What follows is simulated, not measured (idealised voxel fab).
process module | voxel self aligned vias
Square cells of 5 nm make up the cross-section cut, whose width is 205 nm.
A cross-section in this document is a grid of square cells, and it is written down as bands, the top band listed before the ones below it; a band is made up of one or more rows of cells.
Per band: top height and bottom height in nm, followed by the left-to-right materials and their widths in nm; "edge to edge" marks a single material spanning edge to edge, "air" marks empty space.
We count height from 0. Below that, the starting wafer is all one material. The lowest band never ends at the bottom but goes on down; see "top 0, no bottom" for how that is written.
Quick explanation for "30 to 40": the width changes in equal steps down the rows of cells, from the first number in the band's top row to the second number in its bottom row.
The cross-section has no changed cell in any step marked "nothing altered".
Unvented internal voids: empty space of 8 cells or more with no open way to the top, each as width x height at its distance from the left edge, in nm
Step line, after settings: the simulator's comment on this step.
overlay nm: right-of-plan distance of the mask on a masked step; negative values mean left-of-plan.
### Process steps - plan
1) RECEIVE with material Si
2) CONFORMAL_DEP with material SiO2, thk nm 10
3) CONFORMAL_DEP with material SiCN, thk nm 5
4) DIRECTIONAL_DEP with material SiO2, thk nm 25
5) PATTERN with tone open, mask id LINES, material resist, width nm 20, pitch nm 65, thk nm 20, overlay nm 0
6) DIRECTIONAL_ETCH with etch materials SiO2, depth nm 25
7) STRIP with etch materials resist
8) CONFORMAL_DEP with material TiN, thk nm 5
9) FILL_DEP with material W, thk nm 10
10) CMP with height nm 40
11) SELECTIVE_ETCH with etch materials W Ru TiN, depth nm 5
12) FILL_DEP with material SiN, thk nm 5
13) CMP with height nm 40
14) DIRECTIONAL_DEP with material SiO2, thk nm 20
15) PATTERN with tone open, mask id VIAS, material resist, width nm 40, pitch nm 130, thk nm 20, overlay nm 0
16) DIRECTIONAL_ETCH with etch materials SiO2, depth nm 20
17) DIRECTIONAL_ETCH with etch materials SiN, depth nm 5
18) STRIP with etch materials resist
19) CONFORMAL_DEP with material TiN, thk nm 5
20) FILL_DEP with material Ru, thk nm 5
21) CMP with height nm 60
22) CONFORMAL_DEP with material SiN, thk nm 5
### first wafer, as planned
### Received-state cross-section, reflecting completion of step 1
top 0, no bottom = Si edge to edge
Unvented internal voids: none
### Wafer xsec, post step 2
top 10, bottom 0 = SiO2 edge to edge
Lower than 0, everything is as it was.
### Wafer xsec, post step 3
top 15, bottom 10 = SiCN edge to edge
Lower than 10, everything is as it was.
### Wafer xsec, post step 4
top 40, bottom 15 = SiO2 edge to edge
Lower than 15, everything is as it was.
### Wafer xsec, post step 5
top 60, bottom 40 = resist (25) / air (20) / resist (45) / air (20) / resist (45) / air (20) / resist (30)
Lower than 40, everything is as it was.
### Wafer xsec, post step 6
top 60, bottom 40 = resist (25) / air (20) / resist (45) / air (20) / resist (45) / air (20) / resist (30)
top 40, bottom 15 = SiO2 (25) / air (20) / SiO2 (45) / air (20) / SiO2 (45) / air (20) / SiO2 (30)
Lower than 15, everything is as it was.
### Wafer xsec, post step 7
top 40, bottom 15 = SiO2 (25) / air (20) / SiO2 (45) / air (20) / SiO2 (45) / air (20) / SiO2 (30)
Lower than 15, everything is as it was.
### Wafer xsec, post step 8
top 45, bottom 40 = TiN (30) / air (10) / TiN (55) / air (10) / TiN (55) / air (10) / TiN (35)
top 40, bottom 20 = SiO2 (25) / TiN (5) / air (10) / TiN (5) / SiO2 (45) / TiN (5) / air (10) / TiN (5) / SiO2 (45) / TiN (5) / air (10) / TiN (5) / SiO2 (30)
top 20, bottom 15 = SiO2 (25) / TiN (20) / SiO2 (45) / TiN (20) / SiO2 (45) / TiN (20) / SiO2 (30)
Lower than 15, everything is as it was.
### Wafer xsec, post step 9
top 55, bottom 45 = W edge to edge
top 45, bottom 40 = TiN (30) / W (10) / TiN (55) / W (10) / TiN (55) / W (10) / TiN (35)
top 40, bottom 20 = SiO2 (25) / TiN (5) / W (10) / TiN (5) / SiO2 (45) / TiN (5) / W (10) / TiN (5) / SiO2 (45) / TiN (5) / W (10) / TiN (5) / SiO2 (30)
Lower than 20, everything is as it was.
### Wafer xsec, post step 10
top 40, bottom 20 = SiO2 (25) / TiN (5) / W (10) / TiN (5) / SiO2 (45) / TiN (5) / W (10) / TiN (5) / SiO2 (45) / TiN (5) / W (10) / TiN (5) / SiO2 (30)
Lower than 20, everything is as it was.
### Wafer xsec, post step 11
top 40, bottom 35 = SiO2 (25) / air (20) / SiO2 (45) / air (20) / SiO2 (45) / air (20) / SiO2 (30)
Lower than 35, everything is as it was.
### Wafer xsec, post step 12
top 45, bottom 40 = SiN edge to edge
top 40, bottom 35 = SiO2 (25) / SiN (20) / SiO2 (45) / SiN (20) / SiO2 (45) / SiN (20) / SiO2 (30)
Lower than 35, everything is as it was.
### Wafer xsec, post step 13
top 40, bottom 35 = SiO2 (25) / SiN (20) / SiO2 (45) / SiN (20) / SiO2 (45) / SiN (20) / SiO2 (30)
Lower than 35, everything is as it was.
### Wafer xsec, post step 14
top 60, bottom 40 = SiO2 edge to edge
Lower than 40, everything is as it was.
### Wafer xsec, post step 15
top 80, bottom 60 = resist (15) / air (40) / resist (90) / air (40) / resist (20)
Lower than 60, everything is as it was.
### Wafer xsec, post step 16
top 80, bottom 60 = resist (15) / air (40) / resist (90) / air (40) / resist (20)
top 60, bottom 40 = SiO2 (15) / air (40) / SiO2 (90) / air (40) / SiO2 (20)
Lower than 40, everything is as it was.
### Wafer xsec, post step 17
top 80, bottom 60 = resist (15) / air (40) / resist (90) / air (40) / resist (20)
top 60, bottom 40 = SiO2 (15) / air (40) / SiO2 (90) / air (40) / SiO2 (20)
top 40, bottom 35 = SiO2 (25) / air (20) / SiO2 (45) / SiN (20) / SiO2 (45) / air (20) / SiO2 (30)
Lower than 35, everything is as it was.
### Wafer xsec, post step 18
top 60, bottom 40 = SiO2 (15) / air (40) / SiO2 (90) / air (40) / SiO2 (20)
Lower than 40, everything is as it was.
### Wafer xsec, post step 19
top 65, bottom 60 = TiN (20) / air (30) / TiN (100) / air (30) / TiN (25)
top 60, bottom 45 = SiO2 (15) / TiN (5) / air (30) / TiN (5) / SiO2 (90) / TiN (5) / air (30) / TiN (5) / SiO2 (20)
top 45, bottom 40 = SiO2 (15) / TiN (15) / air (10) / TiN (15) / SiO2 (90) / TiN (15) / air (10) / TiN (15) / SiO2 (20)
top 40, bottom 35 = SiO2 (25) / TiN (20) / SiO2 (45) / SiN (20) / SiO2 (45) / TiN (20) / SiO2 (30)
Lower than 35, everything is as it was.
### Wafer xsec, post step 20
top 70, bottom 65 = Ru edge to edge
top 65, bottom 60 = TiN (20) / Ru (30) / TiN (100) / Ru (30) / TiN (25)
top 60, bottom 45 = SiO2 (15) / TiN (5) / Ru (30) / TiN (5) / SiO2 (90) / TiN (5) / Ru (30) / TiN (5) / SiO2 (20)
top 45, bottom 40 = SiO2 (15) / TiN (15) / Ru (10) / TiN (15) / SiO2 (90) / TiN (15) / Ru (10) / TiN (15) / SiO2 (20)
Lower than 40, everything is as it was.
### Wafer xsec, post step 21
top 60, bottom 45 = SiO2 (15) / TiN (5) / Ru (30) / TiN (5) / SiO2 (90) / TiN (5) / Ru (30) / TiN (5) / SiO2 (20)
Lower than 45, everything is as it was.
### Wafer xsec, post step 22
top 65, bottom 60 = SiN edge to edge
Lower than 60, everything is as it was.
### Wafer two of two - same starting point, same process plan, one mistake in execution; matches wafer one up to and including step 14
### Second wafer shown in cross-section at the time step 15 was slated to end
top 80, bottom 60 = air (15) / resist (40) / air (90) / resist (40) / air (20)
Lower than 60, everything is as it was.
### Second wafer shown in cross-section at the time step 16 was slated to end
top 80, bottom 60 = air (15) / resist (40) / air (90) / resist (40) / air (20)
top 60, bottom 40 = air (15) / SiO2 (40) / air (90) / SiO2 (40) / air (20)
Lower than 40, everything is as it was.
### Second wafer shown in cross-section at the time step 17 was slated to end
top 80, bottom 60 = air (15) / resist (40) / air (90) / resist (40) / air (20)
top 60, bottom 40 = air (15) / SiO2 (40) / air (90) / SiO2 (40) / air (20)
top 40, bottom 35 = SiO2 (25) / SiN (20) / SiO2 (45) / air (20) / SiO2 (45) / SiN (20) / SiO2 (30)
Lower than 35, everything is as it was.
### Second wafer shown in cross-section at the time step 18 was slated to end
top 60, bottom 40 = air (15) / SiO2 (40) / air (90) / SiO2 (40) / air (20)
Lower than 40, everything is as it was.
### Second wafer shown in cross-section at the time step 19 was slated to end
top 65, bottom 60 = air (10) / TiN (50) / air (80) / TiN (50) / air (15)
top 60, bottom 45 = air (10) / TiN (5) / SiO2 (40) / TiN (5) / air (80) / TiN (5) / SiO2 (40) / TiN (5) / air (15)
top 45, bottom 40 = TiN (15) / SiO2 (40) / TiN (40) / air (10) / TiN (40) / SiO2 (40) / TiN (20)
top 40, bottom 35 = SiO2 (25) / SiN (20) / SiO2 (45) / TiN (20) / SiO2 (45) / SiN (20) / SiO2 (30)
Lower than 35, everything is as it was.
### Second wafer shown in cross-section at the time step 20 was slated to end
top 70, bottom 65 = Ru edge to edge
top 65, bottom 60 = Ru (10) / TiN (50) / Ru (80) / TiN (50) / Ru (15)
top 60, bottom 45 = Ru (10) / TiN (5) / SiO2 (40) / TiN (5) / Ru (80) / TiN (5) / SiO2 (40) / TiN (5) / Ru (15)
top 45, bottom 40 = TiN (15) / SiO2 (40) / TiN (40) / Ru (10) / TiN (40) / SiO2 (40) / TiN (20)
Lower than 40, everything is as it was.
### Second wafer shown in cross-section at the time step 21 was slated to end
top 60, bottom 45 = Ru (10) / TiN (5) / SiO2 (40) / TiN (5) / Ru (80) / TiN (5) / SiO2 (40) / TiN (5) / Ru (15)
Lower than 45, everything is as it was.
### Second wafer shown in cross-section at the time step 22 was slated to end
top 65, bottom 60 = SiN edge to edge
Lower than 60, everything is as it was.
Plan not followed: step 15, actual vs plan mismatch, actual run PATTERN with tone cover, mask id VIAS, material resist, width nm 40, pitch nm 130, thk nm 20, overlay nm 0
Looking at both finished wafers in cells, the second ends up ahead of or behind the first on some materials: 25 more of Ru; 4 more of SiN; 36 fewer of SiO2; 7 more of TiN
